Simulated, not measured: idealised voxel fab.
The name of this process module is voxel released beams.
Xsec cut, 140 nm wide, square cell size 5 nm.
For the purposes of this document, a cross-section shall be understood as a grid of square cells, specified as bands listed in top-to-bottom order, each band consisting of one or more rows of cells.
A band entry consists of two parts. The first gives the height of the band's top and the height of its bottom, in nm. The rest lists the band's materials from left to right, each with its width in nm. A single material labelled with the word "all across" fills the band from edge to edge, and the word "air" marks empty space.
Heights from 0 (as-received wafer is one material below). Bottom band endless downward, as "z 0 and below".
Top row gets the first number, bottom row gets the second, and each row in between changes by the same step: that is how a band width like "30->40" works.
"changes: none" -> step changed no cross-section cell.
"Enclosed void listing": sealed empty spaces, 8 cells or more, no open way to top, listed width x height at distance, with distance from the left edge and width, height and distance in nm.
On each step's line, the part that comes after the settings is the simulator's own comment on the step.
On any step carrying a mask, the "overlay nm" setting, if present on the step's line, tells how far right of its planned place the mask lay; negative values point to the left.

# Intended process steps
step 1: RECEIVE | material Si
step 2: CONFORMAL_DEP | material Al2O3 | thk nm 10
step 3: DIRECTIONAL_DEP | material SiO2 | thk nm 20
step 4: DIRECTIONAL_DEP | material aC | thk nm 10
step 5: PATTERN | tone open | mask id ANCHOR | material resist | width nm 35 | thk nm 25 | overlay nm 0
step 6: DIRECTIONAL_ETCH | etch materials aC | depth nm 10
step 7: STRIP | etch materials resist
step 8: DIRECTIONAL_ETCH | etch materials SiO2 | depth nm 20
step 9: STRIP | etch materials aC
step 10: CONFORMAL_DEP | material W | thk nm 15
step 11: MASKED_ETCH | tone cover | mask id BEAM | width nm 105 | etch materials W | depth nm 15 | overlay nm 0
step 12: STRIP | etch materials SiO2

# What follows covers the first of two wafers; it ran as planned

# As-received wafer cross-section (after step 1)
	z 0 and below  Si all across
	Enclosed void listing: none

# The following cross-section depicts the wafer upon completion of step 2
	z 10 to 0  Al2O3 all across
	Below 0 it's all the same as before, nothing changed down there.

# The following cross-section depicts the wafer upon completion of step 3
	z 30 to 10  SiO2 all across
	Below 10 it's all the same as before, nothing changed down there.

# The following cross-section depicts the wafer upon completion of step 4
	z 40 to 30  aC all across
	Below 30 it's all the same as before, nothing changed down there.

# The following cross-section depicts the wafer upon completion of step 5
	z 65 to 40  resist (20) | air (35) | resist (85)
	Below 40 it's all the same as before, nothing changed down there.

# The following cross-section depicts the wafer upon completion of step 6
	z 55 to 40  resist (20) | air (35) | resist (85)
	z 40 to 30  aC (20) | air (35) | aC (85)
	Below 30 it's all the same as before, nothing changed down there.

# The following cross-section depicts the wafer upon completion of step 7
	z 40 to 30  aC (20) | air (35) | aC (85)
	Below 30 it's all the same as before, nothing changed down there.

# The following cross-section depicts the wafer upon completion of step 8
	z 40 to 30  aC (20) | air (35) | aC (85)
	z 30 to 10  SiO2 (20) | air (35) | SiO2 (85)
	Below 10 it's all the same as before, nothing changed down there.

# The following cross-section depicts the wafer upon completion of step 9
	z 30 to 10  SiO2 (20) | air (35) | SiO2 (85)
	Below 10 it's all the same as before, nothing changed down there.

# The following cross-section depicts the wafer upon completion of step 10
	z 45 to 30  W (35) | air (5) | W (100)
	z 30 to 25  SiO2 (20) | W (15) | air (5) | W (15) | SiO2 (85)
	z 25 to 10  SiO2 (20) | W (35) | SiO2 (85)
	Below 10 it's all the same as before, nothing changed down there.

# The following cross-section depicts the wafer upon completion of step 11
	z 45 to 30  air (15) | W (20) | air (5) | W (80) | air (20)
	Below 30 it's all the same as before, nothing changed down there.

# The following cross-section depicts the wafer upon completion of step 12
	z 45 to 30  air (15) | W (20) | air (5) | W (80) | air (20)
	z 30 to 25  air (20) | W (15) | air (5) | W (15) | air (85)
	z 25 to 10  air (20) | W (35) | air (85)
	Below 10 it's all the same as before, nothing changed down there.

# Second Wafer (Identical Start and Plan, One Processing Error; Matches First Wafer Through Step 9)

# Second wafer cross-section, taken as of the time the plan sets for step 10 to be done
	z 60 to 30  W all across
	z 30 to 10  SiO2 (20) | W (35) | SiO2 (85)
	Below 10 it's all the same as before, nothing changed down there.

# Second wafer cross-section, taken as of the time the plan sets for step 11 to be done
	z 60 to 45  air (15) | W (105) | air (20)
	Below 45 it's all the same as before, nothing changed down there.

Second wafer cross-section, taken as of the time the plan sets for step 12 to be done: changes: none
Diagnosis: step 10 of the plan was executed twice over
Final cells, second wafer relative to first, materials higher or lower: +84 SiO2; +88 W
